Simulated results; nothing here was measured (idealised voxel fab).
process module | voxel ribs on slabs
cross-section cut | 220 nm wide | cells 5 nm
A cross-section is a grid of square cells, given in bands from the top down. A band is one or more rows of cells.
Each band's line starts with the height of the band's top and of its bottom, in nm. Then come its materials from left to right, each with its width in nm. One material with "throughout" fills the band from edge to edge. "air" is empty space.
Height 0 is the level under which the wafer as received is all one material. The lowest band goes on downwards, as in "0 down".
A width such as "30 to 40" changes by the same amount from each row of cells to the next, from the band's top row to its bottom row.
"no change" after a step means that no cell of the cross-section changed.
closed voids: empty space of 8 cells or more with no open way to the top, each as width x height at its distance from the left edge, in nm
after a step's settings: what the simulator itself notes on the step
overlay nm, on a step with a mask: how far to the right of its planned place the mask lay; to the left if negative
plan
1 op RECEIVE | material Si
2 op DIRECTIONAL_DEP | material SiO2 | thk nm 20
3 op DIRECTIONAL_DEP | material SiN | thk nm 25
4 op DIRECTIONAL_DEP | material aC | thk nm 15
5 op PATTERN | tone cover | mask id RIB | material resist | width nm 15 | thk nm 30 | overlay nm 0
6 op DIRECTIONAL_ETCH | etch materials aC | depth nm 15
7 op STRIP | etch materials resist
8 op DIRECTIONAL_ETCH | etch materials SiN | depth nm 20
9 op STRIP | etch materials aC
10 op DIRECTIONAL_DEP | material aC | thk nm 10
11 op PATTERN | tone cover | mask id SLAB | material resist | width nm 45 | thk nm 30 | overlay nm 0
12 op DIRECTIONAL_ETCH | etch materials aC | depth nm 10
13 op STRIP | etch materials resist
14 op DIRECTIONAL_ETCH | etch materials SiN | depth nm 5
15 op STRIP | etch materials aC
16 op FILL_DEP | material SiO2 | thk nm 25
17 op CMP | height nm 60
18 op DIRECTIONAL_DEP | material TiN | thk nm 5
19 op MASKED_ETCH | tone cover | mask id HEATER | width nm 25 | etch materials TiN | depth nm 5 | overlay nm 0
20 op CONFORMAL_DEP | material SiO2 | thk nm 10
as received, after step 1
  0 down: Si throughout
  closed voids: none
first wafer at the end, as planned
  75 to 70: air 85 | SiO2 45 | air 90
  70 to 65: SiO2 throughout
  65 to 60: SiO2 95 | TiN 25 | SiO2 100
  60 to 45: SiO2 throughout
  45 to 25: SiO2 100 | SiN 15 | SiO2 105
  25 to 20: SiO2 85 | SiN 45 | SiO2 90
  20 to 0: SiO2 throughout
  0 down: Si throughout
  closed voids: none
second wafer at the end: like start, like plan, one mistake
  65 to 60: air 95 | TiN 25 | air 100
  60 to 45: SiO2 throughout
  45 to 25: SiO2 100 | SiN 15 | SiO2 105
  25 to 20: SiO2 85 | SiN 45 | SiO2 90
  20 to 0: SiO2 throughout
  0 down: Si throughout
  closed voids: none
what went wrong: step 20 was left out
at the end the second wafer has, in cells: 92 fewer of SiO2
